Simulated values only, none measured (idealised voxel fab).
process module | voxel ribs on slabs
Section cut is 265 nm wide and gridded with 5 nm square cells.
A cross-section is written here as square cells arranged in a grid, and it is given in bands from the top down, each band taking up one or more rows of cells.
Quick guide to a band line: top height, bottom height (nm) up front; then every material left to right with its width in nm. Only one material and it's marked "everywhere"? Then it fills the band edge to edge. And "empty" just means empty space.
For the purposes of this specification, 0 denotes the height below which the wafer in its as-received condition is composed wholly of one material, and the lowermost band, lacking a lower limit, extends downward without end, as expressed in "from 0 down".
Read "30 to 40" as a graded width: first number on top, second number at the bottom, same change between each pair of neighbouring rows.
"no modifications" means the step left every cell of the cross-section as it was.
Look at "Closed void inventory" for the closed voids: empty spaces with no open path to the top, sized 8 cells or up. Each is width x height at distance, distance from the left edge, all nm.
Whatever follows a step's settings on its line is a remark the simulator itself makes about that step.
overlay nm: where the mask lay relative to plan, measured to the right, on steps with a mask; negatives go left.
The steps planned for the process are as follows
1 RECEIVE (material Si)
2 DIRECTIONAL_DEP (material SiO2; thk nm 30)
3 DIRECTIONAL_DEP (material polySi; thk nm 20)
4 PATTERN (tone cover; mask id RIB; material resist; width nm 25; thk nm 20; overlay nm 0)
5 DIRECTIONAL_ETCH (etch materials polySi; depth nm 10)
6 STRIP (etch materials resist)
7 MASKED_ETCH (tone cover; mask id SLAB; width nm 65; etch materials polySi; depth nm 10; overlay nm 0)
8 FILL_DEP (material SiO2; thk nm 15)
9 CMP (height nm 60)
10 DIRECTIONAL_DEP (material W; thk nm 5)
11 MASKED_ETCH (tone cover; mask id HEATER; width nm 35; etch materials W; depth nm 5; overlay nm 0)
12 CONFORMAL_DEP (material SiN; thk nm 10)
First of two wafers: run as planned
Cross-section of the wafer upon arrival, representing the state reached after step 1
> from 0 down: Si everywhere
> Closed void inventory: none
The wafer, seen in cross-section, after step 2
> from 30 to 0: SiO2 everywhere
> Under the height 0 nothing was changed.
The wafer, seen in cross-section, after step 3
> from 50 to 30: polySi everywhere
> Under the height 30 nothing was changed.
The wafer, seen in cross-section, after step 4
> from 70 to 50: empty 120 nm / resist 25 nm / empty 120 nm
> Under the height 50 nothing was changed.
The wafer, seen in cross-section, after step 5
> from 70 to 50: empty 120 nm / resist 25 nm / empty 120 nm
> from 50 to 40: empty 120 nm / polySi 25 nm / empty 120 nm
> Under the height 40 nothing was changed.
The wafer, seen in cross-section, after step 6
> from 50 to 40: empty 120 nm / polySi 25 nm / empty 120 nm
> Under the height 40 nothing was changed.
The wafer, seen in cross-section, after step 7
> from 50 to 40: empty 120 nm / polySi 25 nm / empty 120 nm
> from 40 to 30: empty 100 nm / polySi 65 nm / empty 100 nm
> Under the height 30 nothing was changed.
The wafer, seen in cross-section, after step 8
> from 65 to 50: SiO2 everywhere
> from 50 to 40: SiO2 120 nm / polySi 25 nm / SiO2 120 nm
> from 40 to 30: SiO2 100 nm / polySi 65 nm / SiO2 100 nm
> Under the height 30 nothing was changed.
The wafer, seen in cross-section, after step 9
> from 60 to 50: SiO2 everywhere
> Under the height 50 nothing was changed.
The wafer, seen in cross-section, after step 10
> from 65 to 60: W everywhere
> Under the height 60 nothing was changed.
The wafer, seen in cross-section, after step 11
> from 65 to 60: empty 115 nm / W 35 nm / empty 115 nm
> Under the height 60 nothing was changed.
The wafer, seen in cross-section, after step 12
> from 75 to 70: empty 105 nm / SiN 55 nm / empty 105 nm
> from 70 to 65: SiN everywhere
> from 65 to 60: SiN 115 nm / W 35 nm / SiN 115 nm
> Under the height 60 nothing was changed.
For the second wafer, take the first wafer's start and plan, then add one mistake made in running it; everything through step 2, that step included, is shared with the first
Planned end of step 3: second wafer, cross-section
> from 55 to 30: polySi everywhere
> Under the height 30 nothing was changed.
Planned end of step 4: second wafer, cross-section
> from 75 to 55: empty 120 nm / resist 25 nm / empty 120 nm
> Under the height 55 nothing was changed.
Planned end of step 5: second wafer, cross-section
> from 75 to 55: empty 120 nm / resist 25 nm / empty 120 nm
> from 55 to 45: empty 120 nm / polySi 25 nm / empty 120 nm
> Under the height 45 nothing was changed.
Planned end of step 6: second wafer, cross-section
> from 55 to 45: empty 120 nm / polySi 25 nm / empty 120 nm
> Under the height 45 nothing was changed.
Planned end of step 7: second wafer, cross-section
> from 55 to 45: empty 120 nm / polySi 25 nm / empty 120 nm
> from 45 to 35: empty 100 nm / polySi 65 nm / empty 100 nm
> Under the height 35 nothing was changed.
Planned end of step 8: second wafer, cross-section
> from 70 to 55: SiO2 everywhere
> from 55 to 45: SiO2 120 nm / polySi 25 nm / SiO2 120 nm
> from 45 to 35: SiO2 100 nm / polySi 65 nm / SiO2 100 nm
> Under the height 35 nothing was changed.
Planned end of step 9: second wafer, cross-section
> from 60 to 55: SiO2 everywhere
> Under the height 55 nothing was changed.
Planned end of step 10: second wafer, cross-section
> from 65 to 60: W everywhere
> Under the height 60 nothing was changed.
Planned end of step 11: second wafer, cross-section
> from 65 to 60: empty 115 nm / W 35 nm / empty 115 nm
> Under the height 60 nothing was changed.
Planned end of step 12: second wafer, cross-section
> from 75 to 70: empty 105 nm / SiN 55 nm / empty 105 nm
> from 70 to 65: SiN everywhere
> from 65 to 60: SiN 115 nm / W 35 nm / SiN 115 nm
> Under the height 60 nothing was changed.
Processing error: step 3 did not use the planned setting and instead ran as DIRECTIONAL_DEP (material polySi; thk nm 25)
Count the cells at the end and the second wafer has more or fewer of some materials than the first: SiO2: 53 fewer, polySi: 53 more
